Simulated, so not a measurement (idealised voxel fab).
Module name: voxel plated lines (process module)
This is section cut - it's 260 nm across, gridded in 5 nm square cells.
A cross-section is written here as square cells arranged in a grid, and it is given in bands from the top down, each band taking up one or more rows of cells.
Band entry format. Leading values: height of top, height of bottom, nm. Remainder: materials in left-to-right order, each with its width in nm. Special words: "everywhere" on a single material, which then fills the band edge to edge; "air", empty space.
All heights in this document are referenced to 0, defined as the level beneath which the wafer, as received, consists entirely of one material. The lowest band is not bounded below; it extends indefinitely downward and is written in the form "0 down".
Quick explanation for "30..40": the width changes in equal steps down the rows of cells, from the first number in the band's top row to the second number in its bottom row.
"no change occurred" for a step: no cell of the cross-section changed in that step.
Empty spaces counting at least 8 cells and having no open way to the top are listed in "Closed cavities". The notation width x height at distance is used for each, the distance being from the left edge and all three values in nm.
The remark found on a step's line after its settings is issued by the simulator itself and pertains to that step.
overlay nm, on a step with a mask: how far to the right of its planned place the mask lay; to the left if negative

The steps planned for the process are as follows:
- 1: RECEIVE,material Si
- 2: CONFORMAL_DEP,material SiO2,thk nm 5
- 3: DIRECTIONAL_DEP,material TiN,thk nm 5
- 4: PATTERN,tone open,mask id LINES,material resist,width nm 30,pitch nm 50,thk nm 35,overlay nm 0
- 5: EPI,material Ru,thk nm 5
- 6: EPI,material Ru,thk nm 10
- 7: EPI,material Ru,thk nm 5
- 8: STRIP,etch materials resist
- 9: DIRECTIONAL_ETCH,etch materials TiN,depth nm 5
- 10: CONFORMAL_DEP,material SiO2,thk nm 10

First of two wafers, processed according to plan:

Cross-section of the wafer at receipt, which is the condition after step 1:
  0 down: Si everywhere
  Closed cavities: none

Cross-section of the wafer subsequent to step 2:
  5 to 0: SiO2 everywhere
  Everything below 0 is unchanged.

Cross-section of the wafer subsequent to step 3:
  10 to 5: TiN everywhere
  Everything below 5 is unchanged.

Cross-section of the wafer subsequent to step 4:
  45 to 10: 40 resist / 30 air / 20 resist / 30 air / 20 resist / 30 air / 20 resist / 30 air / 40 resist
  Everything below 10 is unchanged.

Cross-section of the wafer subsequent to step 5:
  45 to 15: 40 resist / 30 air / 20 resist / 30 air / 20 resist / 30 air / 20 resist / 30 air / 40 resist
  15 to 10: 40 resist / 30 Ru / 20 resist / 30 Ru / 20 resist / 30 Ru / 20 resist / 30 Ru / 40 resist
  Everything below 10 is unchanged.

Cross-section of the wafer subsequent to step 6:
  45 to 25: 40 resist / 30 air / 20 resist / 30 air / 20 resist / 30 air / 20 resist / 30 air / 40 resist
  25 to 10: 40 resist / 30 Ru / 20 resist / 30 Ru / 20 resist / 30 Ru / 20 resist / 30 Ru / 40 resist
  Everything below 10 is unchanged.

Cross-section of the wafer subsequent to step 7:
  45 to 30: 40 resist / 30 air / 20 resist / 30 air / 20 resist / 30 air / 20 resist / 30 air / 40 resist
  30 to 10: 40 resist / 30 Ru / 20 resist / 30 Ru / 20 resist / 30 Ru / 20 resist / 30 Ru / 40 resist
  Everything below 10 is unchanged.

Cross-section of the wafer subsequent to step 8:
  30 to 10: 40 air / 30 Ru / 20 air / 30 Ru / 20 air / 30 Ru / 20 air / 30 Ru / 40 air
  Everything below 10 is unchanged.

Cross-section of the wafer subsequent to step 9:
  30 to 10: 40 air / 30 Ru / 20 air / 30 Ru / 20 air / 30 Ru / 20 air / 30 Ru / 40 air
  10 to 5: 40 air / 30 TiN / 20 air / 30 TiN / 20 air / 30 TiN / 20 air / 30 TiN / 40 air
  Everything below 5 is unchanged.

Cross-section of the wafer subsequent to step 10:
  40 to 30: 30 air / 200 SiO2 / 30 air
  30 to 15: 30 air / 10 SiO2 / 30 Ru / 20 SiO2 / 30 Ru / 20 SiO2 / 30 Ru / 20 SiO2 / 30 Ru / 10 SiO2 / 30 air
  15 to 10: 40 SiO2 / 30 Ru / 20 SiO2 / 30 Ru / 20 SiO2 / 30 Ru / 20 SiO2 / 30 Ru / 40 SiO2
  10 to 5: 40 SiO2 / 30 TiN / 20 SiO2 / 30 TiN / 20 SiO2 / 30 TiN / 20 SiO2 / 30 TiN / 40 SiO2
  Everything below 5 is unchanged.

Wafer two. Same start, same plan, one slip in execution. Same as wafer one through step 3, inclusive:

Look at the second wafer in cross-section at the time step 4 ought to have finished:
  45 to 10: 45 resist / 20 air / 30 resist / 20 air / 30 resist / 20 air / 30 resist / 20 air / 45 resist
  Everything below 10 is unchanged.

Look at the second wafer in cross-section at the time step 5 ought to have finished:
  45 to 15: 45 resist / 20 air / 30 resist / 20 air / 30 resist / 20 air / 30 resist / 20 air / 45 resist
  15 to 10: 45 resist / 20 Ru / 30 resist / 20 Ru / 30 resist / 20 Ru / 30 resist / 20 Ru / 45 resist
  Everything below 10 is unchanged.

Look at the second wafer in cross-section at the time step 6 ought to have finished:
  45 to 25: 45 resist / 20 air / 30 resist / 20 air / 30 resist / 20 air / 30 resist / 20 air / 45 resist
  25 to 10: 45 resist / 20 Ru / 30 resist / 20 Ru / 30 resist / 20 Ru / 30 resist / 20 Ru / 45 resist
  Everything below 10 is unchanged.

Look at the second wafer in cross-section at the time step 7 ought to have finished:
  45 to 30: 45 resist / 20 air / 30 resist / 20 air / 30 resist / 20 air / 30 resist / 20 air / 45 resist
  30 to 10: 45 resist / 20 Ru / 30 resist / 20 Ru / 30 resist / 20 Ru / 30 resist / 20 Ru / 45 resist
  Everything below 10 is unchanged.

Look at the second wafer in cross-section at the time step 8 ought to have finished:
  30 to 10: 45 air / 20 Ru / 30 air / 20 Ru / 30 air / 20 Ru / 30 air / 20 Ru / 45 air
  Everything below 10 is unchanged.

Look at the second wafer in cross-section at the time step 9 ought to have finished:
  30 to 10: 45 air / 20 Ru / 30 air / 20 Ru / 30 air / 20 Ru / 30 air / 20 Ru / 45 air
  10 to 5: 45 air / 20 TiN / 30 air / 20 TiN / 30 air / 20 TiN / 30 air / 20 TiN / 45 air
  Everything below 5 is unchanged.

Look at the second wafer in cross-section at the time step 10 ought to have finished:
  40 to 30: 35 air / 40 SiO2 / 10 air / 40 SiO2 / 10 air / 40 SiO2 / 10 air / 40 SiO2 / 35 air
  30 to 15: 35 air / 10 SiO2 / 20 Ru / 10 SiO2 / 10 air / 10 SiO2 / 20 Ru / 10 SiO2 / 10 air / 10 SiO2 / 20 Ru / 10 SiO2 / 10 air / 10 SiO2 / 20 Ru / 10 SiO2 / 35 air
  15 to 10: 45 SiO2 / 20 Ru / 30 SiO2 / 20 Ru / 30 SiO2 / 20 Ru / 30 SiO2 / 20 Ru / 45 SiO2
  10 to 5: 45 SiO2 / 20 TiN / 30 SiO2 / 20 TiN / 30 SiO2 / 20 TiN / 30 SiO2 / 20 TiN / 45 SiO2
  Everything below 5 is unchanged.
Short version of what went wrong: off-plan run, step 4, actual operation and settings PATTERN,tone open,mask id LINES,material resist,width nm 20,pitch nm 50,thk nm 35,overlay nm 0
Final tally in cells, some materials are higher or lower on the second wafer than on the first: Ru: 32 fewer | TiN: 8 fewer
